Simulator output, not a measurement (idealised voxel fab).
process module | voxel transistor to metal
cross-section cut | 200 nm wide | cells 5 nm
A cross-section is a grid of square cells, given in bands from the top down. A band is one or more rows of cells.
Each band's line starts with the height of the band's top and of its bottom, in nm. Then come its materials from left to right, each with its width in nm. One material with "throughout" fills the band from edge to edge. "air" is empty space.
Height 0 is the level under which the wafer as received is all one material. The lowest band goes on downwards, as in "0 down".
A width such as "30 to 40" changes by the same amount from each row of cells to the next, from the band's top row to its bottom row.
"no change" after a step means that no cell of the cross-section changed.
closed voids: empty space of 8 cells or more with no open way to the top, each as width x height at its distance from the left edge, in nm
after a step's settings: what the simulator itself notes on the step
overlay nm, on a step with a mask: how far to the right of its planned place the mask lay; to the left if negative
plan
1 op RECEIVE | material Si
2 op CONFORMAL_DEP | material SiO2 | thk nm 5
3 op CONFORMAL_DEP | material SiN | thk nm 15
4 op DIRECTIONAL_DEP | material aC | thk nm 10
5 op PATTERN | tone cover | mask id ACTIVE | material resist | width nm 110 | thk nm 25 | overlay nm 0
6 op DIRECTIONAL_ETCH | etch materials aC | depth nm 10
7 op STRIP | etch materials resist
8 op DIRECTIONAL_ETCH | etch materials SiN | depth nm 15
9 op DIRECTIONAL_ETCH | etch materials SiO2 | depth nm 5
10 op DIRECTIONAL_ETCH | etch materials Si | depth nm 25
11 op STRIP | etch materials aC
12 op FILL_DEP | material SiO2 | thk nm 10
13 op CMP | height nm 20
14 op SELECTIVE_ETCH | etch materials SiO2 | depth nm 5
15 op STRIP | etch materials SiN
16 op SELECTIVE_ETCH | etch materials SiO2 | depth nm 5
17 op OXIDIZE | depth nm 5
18 op DIRECTIONAL_DEP | material polySi | thk nm 20
19 op DIRECTIONAL_DEP | material SiCN | thk nm 10
20 op MASKED_ETCH | tone cover | mask id GATE | width nm 20 | etch materials SiCN | depth nm 20 | overlay nm 0
21 op MASKED_ETCH | tone cover | mask id GATE | width nm 20 | etch materials polySi | depth nm 30 | overlay nm 0
22 op CONFORMAL_DEP | material SiO2 | thk nm 5
23 op DIRECTIONAL_ETCH | etch materials SiO2 | depth nm 5
24 op CONFORMAL_DEP | material SiN | thk nm 5
25 op DIRECTIONAL_ETCH | etch materials SiN | depth nm 5
26 op DIRECTIONAL_ETCH | etch materials SiO2 | depth nm 5
27 op DIRECTIONAL_ETCH | etch materials Si | depth nm 5
28 op EPI | material pSi | thk nm 5
29 op FILL_DEP | material SiO2 | thk nm 5
30 op CMP | height nm 30
31 op DIRECTIONAL_DEP | material SiO2 | thk nm 15
32 op PATTERN | tone open | mask id CONTACT | material resist | width nm 20 | pitch nm 80 | thk nm 20 | overlay nm 0
33 op DIRECTIONAL_ETCH | etch materials SiO2 | depth nm 50
34 op STRIP | etch materials resist
35 op CONFORMAL_DEP | material TiN | thk nm 5
36 op FILL_DEP | material W | thk nm 10
37 op CMP | height nm 45
38 op DIRECTIONAL_DEP | material TiN | thk nm 5
39 op DIRECTIONAL_DEP | material Ru | thk nm 15
40 op MASKED_ETCH | tone cover | mask id METAL_1 | width nm 20 | pitch nm 80 | etch materials Ru | depth nm 15 | overlay nm 0
41 op MASKED_ETCH | tone cover | mask id METAL_1 | width nm 20 | pitch nm 80 | etch materials TiN | depth nm 5 | overlay nm 0
42 op FILL_DEP | material lowk | thk nm 10
43 op CMP | height nm 65
44 op CONFORMAL_DEP | material SiCN | thk nm 5
45 op DIRECTIONAL_DEP | material lowk | thk nm 35
46 op PATTERN | tone open | mask id METAL_2_HOLES | material resist | width nm 15 | pitch nm 80 | thk nm 20 | overlay nm 0
47 op DIRECTIONAL_ETCH | etch materials lowk | depth nm 35
48 op STRIP | etch materials resist
49 op PATTERN | tone open | mask id METAL_2 | material resist | width nm 20 | pitch nm 80 | thk nm 20 | overlay nm 0
50 op DIRECTIONAL_ETCH | etch materials lowk | depth nm 20
51 op DIRECTIONAL_ETCH | etch materials SiCN | depth nm 5
52 op STRIP | etch materials resist
53 op CONFORMAL_DEP | material TiN | thk nm 5
54 op FILL_DEP | material Ru | thk nm 10
55 op CMP | height nm 105
56 op CONFORMAL_DEP | material SiCN | thk nm 5
as received, after step 1
  0 down: Si throughout
  closed voids: none
first wafer at the end, as planned
  110 to 105: SiCN throughout
  105 to 90: lowk 50 | TiN 5 | Ru 10 | TiN 5 | lowk 60 | TiN 5 | Ru 10 | TiN 5 | lowk 50
  90 to 85: lowk 50 | TiN 5 | Ru 5 | TiN 10 | lowk 60 | TiN 5 | Ru 5 | TiN 10 | lowk 50
  85 to 70: lowk 50 | TiN 5 | Ru 5 | TiN 5 | lowk 65 | TiN 5 | Ru 5 | TiN 5 | lowk 55
  70 to 65: SiCN 50 | TiN 15 | SiCN 65 | TiN 15 | SiCN 55
  65 to 50: lowk 50 | Ru 20 | lowk 60 | Ru 20 | lowk 50
  50 to 45: lowk 50 | TiN 20 | lowk 60 | TiN 20 | lowk 50
  45 to 30: SiO2 50 | TiN 5 | W 10 | TiN 5 | SiO2 60 | TiN 5 | W 10 | TiN 5 | SiO2 50
  30 to 20: SiO2 50 | TiN 5 | W 10 | TiN 5 | SiO2 10 | SiN 5 | SiO2 5 | SiCN 20 | SiO2 5 | SiN 5 | SiO2 10 | TiN 5 | W 10 | TiN 5 | SiO2 50
  20 to 10: SiO2 50 | TiN 5 | W 10 | TiN 5 | SiO2 10 | SiN 5 | SiO2 5 | polySi 20 | SiO2 5 | SiN 5 | SiO2 10 | TiN 5 | W 10 | TiN 5 | SiO2 50
  10 to 0: SiO2 45 | SiN 5 | TiN 5 to 10 | W 10 to 5 | TiN 5 | SiO2 10 | SiN 5 | SiO2 5 | polySi 20 | SiO2 5 | SiN 5 | SiO2 10 | TiN 5 | W 10 to 5 | TiN 5 to 10 | SiN 5 | SiO2 45
  0 to -5: SiO2 50 | pSi 5 | TiN 15 | SiO2 5 | pSi 5 | SiO2 40 | pSi 5 | SiO2 5 | TiN 15 | pSi 5 | SiO2 50
  -5 to -10: SiO2 45 | Si 5 | pSi 30 | Si 40 | pSi 30 | Si 5 | SiO2 45
  -10 to -25: SiO2 45 | Si 110 | SiO2 45
  -25 down: Si throughout
  closed voids: none
second wafer at the end: like start, like plan, one mistake
  110 to 105: SiCN throughout
  105 to 90: Ru 60 | TiN 5 | lowk 5 | TiN 5 | Ru 65 | TiN 5 | lowk 5 | TiN 5 | Ru 45
  90 to 85: TiN 55 | Ru 5 | TiN 5 | lowk 5 | TiN 65 | Ru 5 | TiN 5 | lowk 5 | TiN 50
  85 to 75: lowk 50 | TiN 5 | Ru 5 | TiN 5 | lowk 65 | TiN 5 | Ru 5 | TiN 5 | lowk 55
  75 to 70: lowk 50 | TiN 15 | lowk 65 | TiN 15 | lowk 55
  70 to 65: SiCN throughout
  65 to 50: lowk 50 | Ru 20 | lowk 60 | Ru 20 | lowk 50
  50 to 45: lowk 50 | TiN 20 | lowk 60 | TiN 20 | lowk 50
  45 to 30: SiO2 50 | TiN 5 | W 10 | TiN 5 | SiO2 60 | TiN 5 | W 10 | TiN 5 | SiO2 50
  30 to 20: SiO2 50 | TiN 5 | W 10 | TiN 5 | SiO2 10 | SiN 5 | SiO2 5 | SiCN 20 | SiO2 5 | SiN 5 | SiO2 10 | TiN 5 | W 10 | TiN 5 | SiO2 50
  20 to 10: SiO2 50 | TiN 5 | W 10 | TiN 5 | SiO2 10 | SiN 5 | SiO2 5 | polySi 20 | SiO2 5 | SiN 5 | SiO2 10 | TiN 5 | W 10 | TiN 5 | SiO2 50
  10 to 0: SiO2 45 | SiN 5 | TiN 5 to 10 | W 10 to 5 | TiN 5 | SiO2 10 | SiN 5 | SiO2 5 | polySi 20 | SiO2 5 | SiN 5 | SiO2 10 | TiN 5 | W 10 to 5 | TiN 5 to 10 | SiN 5 | SiO2 45
  0 to -5: SiO2 50 | pSi 5 | TiN 15 | SiO2 5 | pSi 5 | SiO2 40 | pSi 5 | SiO2 5 | TiN 15 | pSi 5 | SiO2 50
  -5 to -10: SiO2 45 | Si 5 | pSi 30 | Si 40 | pSi 30 | Si 5 | SiO2 45
  -10 to -25: SiO2 45 | Si 110 | SiO2 45
  -25 down: Si throughout
  closed voids: none
what went wrong: step 49 ran as: op PATTERN | tone cover | mask id METAL_2 | material resist | width nm 20 | pitch nm 80 | thk nm 20 | overlay nm 0
at the end the second wafer has, in cells: 88 more of Ru | 6 more of SiCN | 26 more of TiN | 120 fewer of lowk
